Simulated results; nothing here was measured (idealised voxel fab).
A process module follows: voxel wiring stack.
Shown is cross-section cut, with a width of 165 nm and square cells of size 5 nm.
Reading order for cross-sections: top band down to bottom band. Underlying form: a grid of square cells. Band size: one or more rows of cells. Band: top and bottom heights (nm) first, top before bottom; then materials from left to right, widths in nm. "full width" marks a sole material filling the band edge to edge. "empty" denotes empty space. Height datum 0, below which the as-received substrate wafer is one material. Lowest band open at the bottom, running downward: "top 0, no bottom". Read "30..40" as a graded width: first number on top, second number at the bottom, same change between each pair of neighbouring rows. "no alterations made" after a step means that no cell of the cross-section changed. Empty spaces counting at least 8 cells and having no open way to the top are listed in "Sealed cavities". The notation width x height at distance is used for each, the distance being from the left edge and all three values in nm. On a step's line, text after the settings is the simulator commenting on that step. overlay nm: for a step with a mask, the amount by which the mask lay right of where it was planned; a negative amount means left of it.
THESE ARE THE STEPS WE PLANNED FOR THE PROCESS
- 1: RECEIVE, material Si
- 2: CONFORMAL_DEP, material SiO2, thk nm 15
- 3: DIRECTIONAL_DEP, material TiN, thk nm 5
- 4: DIRECTIONAL_DEP, material Ru, thk nm 15
- 5: MASKED_ETCH, tone cover, mask id METAL_1, width nm 25, pitch nm 50, etch materials Ru, depth nm 15, overlay nm 0
- 6: MASKED_ETCH, tone cover, mask id METAL_1, width nm 25, pitch nm 50, etch materials TiN, depth nm 5, overlay nm 0
- 7: CONFORMAL_DEP, material SiCN, thk nm 5
- 8: FILL_DEP, material SiO2, thk nm 10
- 9: CMP, height nm 35
- 10: CONFORMAL_DEP, material SiCN, thk nm 5
- 11: DIRECTIONAL_DEP, material SiO2, thk nm 30
- 12: MASKED_ETCH, tone open, mask id METAL_2, width nm 25, pitch nm 50, etch materials SiO2, depth nm 15, overlay nm 0
- 13: MASKED_ETCH, tone open, mask id METAL_2_HOLES, width nm 15, etch materials SiO2, depth nm 15, overlay nm 0
- 14: MASKED_ETCH, tone open, mask id METAL_2_HOLES, width nm 15, etch materials SiCN, depth nm 5, overlay nm 0
- 15: CONFORMAL_DEP, material TiN, thk nm 5
- 16: FILL_DEP, material Cu, thk nm 5
- 17: CMP, height nm 70
- 18: CONFORMAL_DEP, material SiCN, thk nm 5
SHOWN IN CROSS-SECTION IS THE WAFER AS RECEIVED, THAT IS, AS IT STANDS AFTER STEP 1
top 0, no bottom: Si full width
Sealed cavities: none
CROSS-SECTIONAL RESULT AFTER MODULE COMPLETION. NOTE: STARTING CONDITION AND PLAN ARE UNCHANGED FROM ABOVE; ONE PROCESSING MISTAKE WAS MADE
top 70, bottom 65: SiCN full width
top 65, bottom 60: SiO2 45 nm / TiN 5 nm / Cu 15 nm / TiN 5 nm / SiO2 25 nm / TiN 5 nm / Cu 15 nm / TiN 5 nm / SiO2 45 nm
top 60, bottom 55: SiO2 45 nm / TiN 5 nm / Cu 5 nm / TiN 15 nm / SiO2 25 nm / TiN 25 nm / SiO2 45 nm
top 55, bottom 40: SiO2 45 nm / TiN 5 nm / Cu 5 nm / TiN 5 nm / SiO2 105 nm
top 40, bottom 35: SiCN 45 nm / TiN 15 nm / SiCN 105 nm
top 35, bottom 20: SiO2 40 nm / SiCN 5 nm / Ru 25 nm / SiCN 5 nm / SiO2 15 nm / SiCN 5 nm / Ru 25 nm / SiCN 5 nm / SiO2 40 nm
top 20, bottom 15: SiCN 45 nm / TiN 25 nm / SiCN 25 nm / TiN 25 nm / SiCN 45 nm
top 15, bottom 0: SiO2 full width
top 0, no bottom: Si full width
Sealed cavities: none
What was done differently from what was planned? step 17 ran differently from the plan; actual operation with settings: CMP, height nm 65
